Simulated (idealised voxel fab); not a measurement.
voxel self aligned contacts: a process module
Square cells of 5 nm make up the cross-section cut, whose width is 185 nm.
If you're reading a cross-section in this doc, picture square cells in a grid; it comes to you as bands, top ones listed first down to the bottom, and a band can be one or more rows of cells. Read a band's entry like this: the first values are the height of its top and the height of its bottom in nm, and what follows is the sequence of materials from left to right, each with its width in nm. Note that "air" is empty space, and that a single material marked "full width" reaches across the band from edge to edge. It should be noted that heights are counted from 0, beneath which the wafer as supplied is of one material throughout, and that the lowest band possesses no lower boundary but continues downward, as written in "0 and below". Width spec "30..40" -> top row of cells at first value, bottom row at second value, equal per-row change in between. Take "nothing changed" at face value: in the step it is given for, the cross-section changed in none of its cells. The label "Closed void table" introduces a list of the empty spaces, 8 cells or larger, that have no open way up to the top; each entry in it reads width x height at distance, where the distance is taken from the left edge and all three are stated in nm. Note: text after step settings on the step line = simulator remark on that step. The line of a step may include "overlay nm". On a step with a mask, this value is how far to the right of its planned place the mask lay. A negative value means the mask lay to the left.
THE STEPS PLANNED FOR THE PROCESS ARE AS FOLLOWS
1 RECEIVE (material Si)
2 CONFORMAL_DEP (material SiO2; thk nm 5)
3 DIRECTIONAL_DEP (material polySi; thk nm 20)
4 DIRECTIONAL_DEP (material SiN; thk nm 15)
5 PATTERN (tone cover; mask id GATE; material resist; width nm 30; pitch nm 60; thk nm 15; overlay nm 0)
6 DIRECTIONAL_ETCH (etch materials SiN; depth nm 15)
7 DIRECTIONAL_ETCH (etch materials polySi; depth nm 20)
8 STRIP (etch materials resist)
9 CONFORMAL_DEP (material SiN; thk nm 5)
10 DIRECTIONAL_ETCH (etch materials SiN; depth nm 5)
11 FILL_DEP (material SiO2; thk nm 15)
12 CMP (height nm 45)
13 MASKED_ETCH (tone open; mask id CONTACT; width nm 40; pitch nm 60; etch materials SiO2; depth nm 45; overlay nm 0)
14 CONFORMAL_DEP (material TiN; thk nm 5)
15 FILL_DEP (material W; thk nm 5)
16 CMP (height nm 45)
17 CONFORMAL_DEP (material SiCN; thk nm 5)
THE FOLLOWING PERTAINS TO THE FIRST OF TWO WAFERS, WHICH WAS PROCESSED AS PLANNED
CROSS-SECTION OF THE WAFER AS IT CAME TO US, I.E., ALREADY THROUGH STEP 1
    0 and below: Si full width
    Closed void table: none
THE WAFER, SEEN IN CROSS-SECTION, AFTER STEP 2
    5 down to 0: SiO2 full width
    Nothing below the height 0 has changed.
THE WAFER, SEEN IN CROSS-SECTION, AFTER STEP 3
    25 down to 5: polySi full width
    Nothing below the height 5 has changed.
THE WAFER, SEEN IN CROSS-SECTION, AFTER STEP 4
    40 down to 25: SiN full width
    Nothing below the height 25 has changed.
THE WAFER, SEEN IN CROSS-SECTION, AFTER STEP 5
    55 down to 40: air 15 nm / resist 30 nm / air 30 nm / resist 30 nm / air 30 nm / resist 30 nm / air 20 nm
    Nothing below the height 40 has changed.
THE WAFER, SEEN IN CROSS-SECTION, AFTER STEP 6
    55 down to 40: air 15 nm / resist 30 nm / air 30 nm / resist 30 nm / air 30 nm / resist 30 nm / air 20 nm
    40 down to 25: air 15 nm / SiN 30 nm / air 30 nm / SiN 30 nm / air 30 nm / SiN 30 nm / air 20 nm
    Nothing below the height 25 has changed.
THE WAFER, SEEN IN CROSS-SECTION, AFTER STEP 7
    55 down to 40: air 15 nm / resist 30 nm / air 30 nm / resist 30 nm / air 30 nm / resist 30 nm / air 20 nm
    40 down to 25: air 15 nm / SiN 30 nm / air 30 nm / SiN 30 nm / air 30 nm / SiN 30 nm / air 20 nm
    25 down to 5: air 15 nm / polySi 30 nm / air 30 nm / polySi 30 nm / air 30 nm / polySi 30 nm / air 20 nm
    Nothing below the height 5 has changed.
THE WAFER, SEEN IN CROSS-SECTION, AFTER STEP 8
    40 down to 25: air 15 nm / SiN 30 nm / air 30 nm / SiN 30 nm / air 30 nm / SiN 30 nm / air 20 nm
    Nothing below the height 25 has changed.
THE WAFER, SEEN IN CROSS-SECTION, AFTER STEP 9
    45 down to 25: air 10 nm / SiN 40 nm / air 20 nm / SiN 40 nm / air 20 nm / SiN 40 nm / air 15 nm
    25 down to 10: air 10 nm / SiN 5 nm / polySi 30 nm / SiN 5 nm / air 20 nm / SiN 5 nm / polySi 30 nm / SiN 5 nm / air 20 nm / SiN 5 nm / polySi 30 nm / SiN 5 nm / air 15 nm
    10 down to 5: SiN 15 nm / polySi 30 nm / SiN 30 nm / polySi 30 nm / SiN 30 nm / polySi 30 nm / SiN 20 nm
    Nothing below the height 5 has changed.
THE WAFER, SEEN IN CROSS-SECTION, AFTER STEP 10
    40 down to 25: air 10 nm / SiN 40 nm / air 20 nm / SiN 40 nm / air 20 nm / SiN 40 nm / air 15 nm
    25 down to 5: air 10 nm / SiN 5 nm / polySi 30 nm / SiN 5 nm / air 20 nm / SiN 5 nm / polySi 30 nm / SiN 5 nm / air 20 nm / SiN 5 nm / polySi 30 nm / SiN 5 nm / air 15 nm
    Nothing below the height 5 has changed.
THE WAFER, SEEN IN CROSS-SECTION, AFTER STEP 11
    55 down to 40: SiO2 full width
    40 down to 25: SiO2 10 nm / SiN 40 nm / SiO2 20 nm / SiN 40 nm / SiO2 20 nm / SiN 40 nm / SiO2 15 nm
    25 down to 5: SiO2 10 nm / SiN 5 nm / polySi 30 nm / SiN 5 nm / SiO2 20 nm / SiN 5 nm / polySi 30 nm / SiN 5 nm / SiO2 20 nm / SiN 5 nm / polySi 30 nm / SiN 5 nm / SiO2 15 nm
    Nothing below the height 5 has changed.
THE WAFER, SEEN IN CROSS-SECTION, AFTER STEP 12
    45 down to 40: SiO2 full width
    Nothing below the height 40 has changed.
THE WAFER, SEEN IN CROSS-SECTION, AFTER STEP 13
    45 down to 40: SiO2 40 nm / air 40 nm / SiO2 20 nm / air 40 nm / SiO2 45 nm
    40 down to 25: SiO2 10 nm / SiN 40 nm / air 20 nm / SiN 40 nm / air 20 nm / SiN 40 nm / SiO2 15 nm
    25 down to 5: SiO2 10 nm / SiN 5 nm / polySi 30 nm / SiN 5 nm / air 20 nm / SiN 5 nm / polySi 30 nm / SiN 5 nm / air 20 nm / SiN 5 nm / polySi 30 nm / SiN 5 nm / SiO2 15 nm
    5 down to 0: SiO2 50 nm / air 20 nm / SiO2 40 nm / air 20 nm / SiO2 55 nm
    Nothing below the height 0 has changed.
THE WAFER, SEEN IN CROSS-SECTION, AFTER STEP 14
    50 down to 45: TiN 45 nm / air 30 nm / TiN 30 nm / air 30 nm / TiN 50 nm
    45 down to 40: SiO2 40 nm / TiN 15 nm / air 10 nm / TiN 15 nm / SiO2 20 nm / TiN 15 nm / air 10 nm / TiN 15 nm / SiO2 45 nm
    40 down to 25: SiO2 10 nm / SiN 40 nm / TiN 5 nm / air 10 nm / TiN 5 nm / SiN 40 nm / TiN 5 nm / air 10 nm / TiN 5 nm / SiN 40 nm / SiO2 15 nm
    25 down to 5: SiO2 10 nm / SiN 5 nm / polySi 30 nm / SiN 5 nm / TiN 5 nm / air 10 nm / TiN 5 nm / SiN 5 nm / polySi 30 nm / SiN 5 nm / TiN 5 nm / air 10 nm / TiN 5 nm / SiN 5 nm / polySi 30 nm / SiN 5 nm / SiO2 15 nm
    5 down to 0: SiO2 50 nm / TiN 20 nm / SiO2 40 nm / TiN 20 nm / SiO2 55 nm
    Nothing below the height 0 has changed.
THE WAFER, SEEN IN CROSS-SECTION, AFTER STEP 15
    55 down to 50: W full width
    50 down to 45: TiN 45 nm / W 30 nm / TiN 30 nm / W 30 nm / TiN 50 nm
    45 down to 40: SiO2 40 nm / TiN 15 nm / W 10 nm / TiN 15 nm / SiO2 20 nm / TiN 15 nm / W 10 nm / TiN 15 nm / SiO2 45 nm
    40 down to 25: SiO2 10 nm / SiN 40 nm / TiN 5 nm / W 10 nm / TiN 5 nm / SiN 40 nm / TiN 5 nm / W 10 nm / TiN 5 nm / SiN 40 nm / SiO2 15 nm
    25 down to 5: SiO2 10 nm / SiN 5 nm / polySi 30 nm / SiN 5 nm / TiN 5 nm / W 10 nm / TiN 5 nm / SiN 5 nm / polySi 30 nm / SiN 5 nm / TiN 5 nm / W 10 nm / TiN 5 nm / SiN 5 nm / polySi 30 nm / SiN 5 nm / SiO2 15 nm
    Nothing below the height 5 has changed.
THE WAFER, SEEN IN CROSS-SECTION, AFTER STEP 16
    45 down to 40: SiO2 40 nm / TiN 15 nm / W 10 nm / TiN 15 nm / SiO2 20 nm / TiN 15 nm / W 10 nm / TiN 15 nm / SiO2 45 nm
    Nothing below the height 40 has changed.
THE WAFER, SEEN IN CROSS-SECTION, AFTER STEP 17
    50 down to 45: SiCN full width
    Nothing below the height 45 has changed.
THE SECOND WAFER WAS PREPARED FROM THE SAME STARTING POINT AND UNDER THE SAME PLAN AS THE FIRST; ITS PROCESSING CONTAINED ONE MISTAKE, AND IT REMAINS INDISTINGUISHABLE FROM THE FIRST WAFER UP TO AND INCLUDING STEP 12
THE SECOND WAFER IN CROSS-SECTION, AT THE PLANNED CLOSE OF STEP 13
    45 down to 40: SiO2 45 nm / air 30 nm / SiO2 30 nm / air 30 nm / SiO2 50 nm
    40 down to 25: SiO2 10 nm / SiN 40 nm / air 20 nm / SiN 40 nm / air 20 nm / SiN 40 nm / SiO2 15 nm
    25 down to 5: SiO2 10 nm / SiN 5 nm / polySi 30 nm / SiN 5 nm / air 20 nm / SiN 5 nm / polySi 30 nm / SiN 5 nm / air 20 nm / SiN 5 nm / polySi 30 nm / SiN 5 nm / SiO2 15 nm
    5 down to 0: SiO2 50 nm / air 20 nm / SiO2 40 nm / air 20 nm / SiO2 55 nm
    Nothing below the height 0 has changed.
THE SECOND WAFER IN CROSS-SECTION, AT THE PLANNED CLOSE OF STEP 14
    50 down to 45: TiN 50 nm / air 20 nm / TiN 40 nm / air 20 nm / TiN 55 nm
    45 down to 40: SiO2 45 nm / TiN 10 nm / air 10 nm / TiN 10 nm / SiO2 30 nm / TiN 10 nm / air 10 nm / TiN 10 nm / SiO2 50 nm
    40 down to 25: SiO2 10 nm / SiN 40 nm / TiN 5 nm / air 10 nm / TiN 5 nm / SiN 40 nm / TiN 5 nm / air 10 nm / TiN 5 nm / SiN 40 nm / SiO2 15 nm
    25 down to 5: SiO2 10 nm / SiN 5 nm / polySi 30 nm / SiN 5 nm / TiN 5 nm / air 10 nm / TiN 5 nm / SiN 5 nm / polySi 30 nm / SiN 5 nm / TiN 5 nm / air 10 nm / TiN 5 nm / SiN 5 nm / polySi 30 nm / SiN 5 nm / SiO2 15 nm
    5 down to 0: SiO2 50 nm / TiN 20 nm / SiO2 40 nm / TiN 20 nm / SiO2 55 nm
    Nothing below the height 0 has changed.
THE SECOND WAFER IN CROSS-SECTION, AT THE PLANNED CLOSE OF STEP 15
    55 down to 50: W full width
    50 down to 45: TiN 50 nm / W 20 nm / TiN 40 nm / W 20 nm / TiN 55 nm
    45 down to 40: SiO2 45 nm / TiN 10 nm / W 10 nm / TiN 10 nm / SiO2 30 nm / TiN 10 nm / W 10 nm / TiN 10 nm / SiO2 50 nm
    40 down to 25: SiO2 10 nm / SiN 40 nm / TiN 5 nm / W 10 nm / TiN 5 nm / SiN 40 nm / TiN 5 nm / W 10 nm / TiN 5 nm / SiN 40 nm / SiO2 15 nm
    25 down to 5: SiO2 10 nm / SiN 5 nm / polySi 30 nm / SiN 5 nm / TiN 5 nm / W 10 nm / TiN 5 nm / SiN 5 nm / polySi 30 nm / SiN 5 nm / TiN 5 nm / W 10 nm / TiN 5 nm / SiN 5 nm / polySi 30 nm / SiN 5 nm / SiO2 15 nm
    Nothing below the height 5 has changed.
THE SECOND WAFER IN CROSS-SECTION, AT THE PLANNED CLOSE OF STEP 16
    45 down to 40: SiO2 45 nm / TiN 10 nm / W 10 nm / TiN 10 nm / SiO2 30 nm / TiN 10 nm / W 10 nm / TiN 10 nm / SiO2 50 nm
    Nothing below the height 40 has changed.
THE SECOND WAFER IN CROSS-SECTION, AT THE PLANNED CLOSE OF STEP 17
    50 down to 45: SiCN full width
    Nothing below the height 45 has changed.
Deviation noted in wafer processing: step 13 did not use the planned setting and instead ran as MASKED_ETCH (tone open; mask id CONTACT; width nm 30; pitch nm 60; etch materials SiO2; depth nm 45; overlay nm 0)
Counted in cells at the end, the second wafer holds more or fewer of these materials than the first: SiO2: 4 more | TiN: 4 fewer
